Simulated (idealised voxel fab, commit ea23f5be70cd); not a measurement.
Module name: voxel air gaps (process module)
260 nm wide, 5 nm square cells: that's cross-section cut.
Cross-section = grid of square cells, listed top down in bands; band = one or more rows.
Read a band's entry like this: the first values are the height of its top and the height of its bottom in nm, and what follows is the sequence of materials from left to right, each with its width in nm. Note that "empty" is empty space, and that a single material marked "all across" reaches across the band from edge to edge.
Heights from 0 (as-received wafer is one material below). Bottom band endless downward, as "z 0 and below".
Read "30 to 40" as a graded width: first number on top, second number at the bottom, same change between each pair of neighbouring rows.
No cell of the cross-section changed in a step that is given as "same as before".
The label "Fully enclosed voids" introduces a list of the empty spaces, 8 cells or larger, that have no open way up to the top; each entry in it reads width x height at distance, where the distance is taken from the left edge and all three are stated in nm.
What comes after the settings on a step's line is commentary from the simulator itself on that step.
The line of a step may include "overlay nm". On a step with a mask, this value is how far to the right of its planned place the mask lay. A negative value means the mask lay to the left.
The process steps that were planned are listed below:
1) RECEIVE with material Si
2) CONFORMAL_DEP with material SiO2, thk nm 15
3) CONFORMAL_DEP with material SiCN, thk nm 5
4) DIRECTIONAL_DEP with material lowk, thk nm 35
5) DIRECTIONAL_DEP with material aC, thk nm 15
6) PATTERN with tone open, mask id LINES, material resist, width nm 25, pitch nm 50, thk nm 35, overlay nm 0
7) DIRECTIONAL_ETCH with etch materials aC, depth nm 15
8) STRIP with etch materials resist
9) DIRECTIONAL_ETCH with etch materials lowk, depth nm 35
10) STRIP with etch materials aC
11) CONFORMAL_DEP with material TiN, thk nm 5
12) FILL_DEP with material Cu, thk nm 5
13) CMP with height nm 55
14) EPI with material Ru, thk nm 10
15) SELECTIVE_ETCH with etch materials lowk, depth nm 45
16) CONFORMAL_DEP with material SiCN, thk nm 5
Incoming wafer in cross-section (state: after step 1):
  z 0 and below | Si all across
  Fully enclosed voids: none
First wafer of two, sectioned at end of module; run went per plan:
  z 70 to 65 | 25 of empty, then 205 of SiCN, then 30 of empty
  z 65 to 55 | 25 of empty, then 5 of SiCN, then 45 of Ru, then 5 of SiCN, then 45 of Ru, then 5 of SiCN, then 45 of Ru, then 5 of SiCN, then 45 of Ru, then 5 of SiCN, then 30 of empty
  z 55 to 50 | 25 of empty, then 15 of SiCN, then 5 of TiN, then 15 of Cu, then 5 of TiN, then 25 of SiCN, then 5 of TiN, then 15 of Cu, then 5 of TiN, then 25 of SiCN, then 5 of TiN, then 15 of Cu, then 5 of TiN, then 25 of SiCN, then 5 of TiN, then 15 of Cu, then 5 of TiN, then 15 of SiCN, then 30 of empty
  z 50 to 25 | 35 of empty, then 5 of SiCN, then 5 of TiN, then 15 of Cu, then 5 of TiN, then 5 of SiCN, then 15 of empty, then 5 of SiCN, then 5 of TiN, then 15 of Cu, then 5 of TiN, then 5 of SiCN, then 15 of empty, then 5 of SiCN, then 5 of TiN, then 15 of Cu, then 5 of TiN, then 5 of SiCN, then 15 of empty, then 5 of SiCN, then 5 of TiN, then 15 of Cu, then 5 of TiN, then 5 of SiCN, then 40 of empty
  z 25 to 20 | 40 of SiCN, then 25 of TiN, then 25 of SiCN, then 25 of TiN, then 25 of SiCN, then 25 of TiN, then 25 of SiCN, then 25 of TiN, then 45 of SiCN
  z 20 to 15 | SiCN all across
  z 15 to 0 | SiO2 all across
  z 0 and below | Si all across
  Fully enclosed voids: 15 x 25 at 70; 15 x 25 at 120; 15 x 25 at 170
So this is wafer number two of the two, cut at the end of the module - it started where the first did and had the same plan, we just got one thing wrong running it:
  z 70 to 65 | SiCN all across
  z 65 to 55 | Ru all across
  z 55 to 50 | 45 of TiN, then 15 of Cu, then 35 of TiN, then 15 of Cu, then 35 of TiN, then 15 of Cu, then 35 of TiN, then 15 of Cu, then 50 of TiN
  z 50 to 20 | 40 of lowk, then 5 of TiN, then 15 of Cu, then 5 of TiN, then 25 of lowk, then 5 of TiN, then 15 of Cu, then 5 of TiN, then 25 of lowk, then 5 of TiN, then 15 of Cu, then 5 of TiN, then 25 of lowk, then 5 of TiN, then 15 of Cu, then 5 of TiN, then 45 of lowk
  z 20 to 15 | 40 of lowk, then 25 of TiN, then 25 of lowk, then 25 of TiN, then 25 of lowk, then 25 of TiN, then 25 of lowk, then 25 of TiN, then 45 of lowk
  z 15 to 0 | SiO2 all across
  z 0 and below | Si all across
  Fully enclosed voids: none
Heads up, the wafer didn't run the way we planned it: heads up, step 3 of the plan was skipped and never actually ran
The second wafer ends with more or fewer cells of some materials than the first, per final count: 12 more of Cu, 32 more of Ru, 144 fewer of SiCN, 40 more of TiN, 224 more of lowk
The final tally of closed voids stands at 3 on the first wafer and 0 on the second.
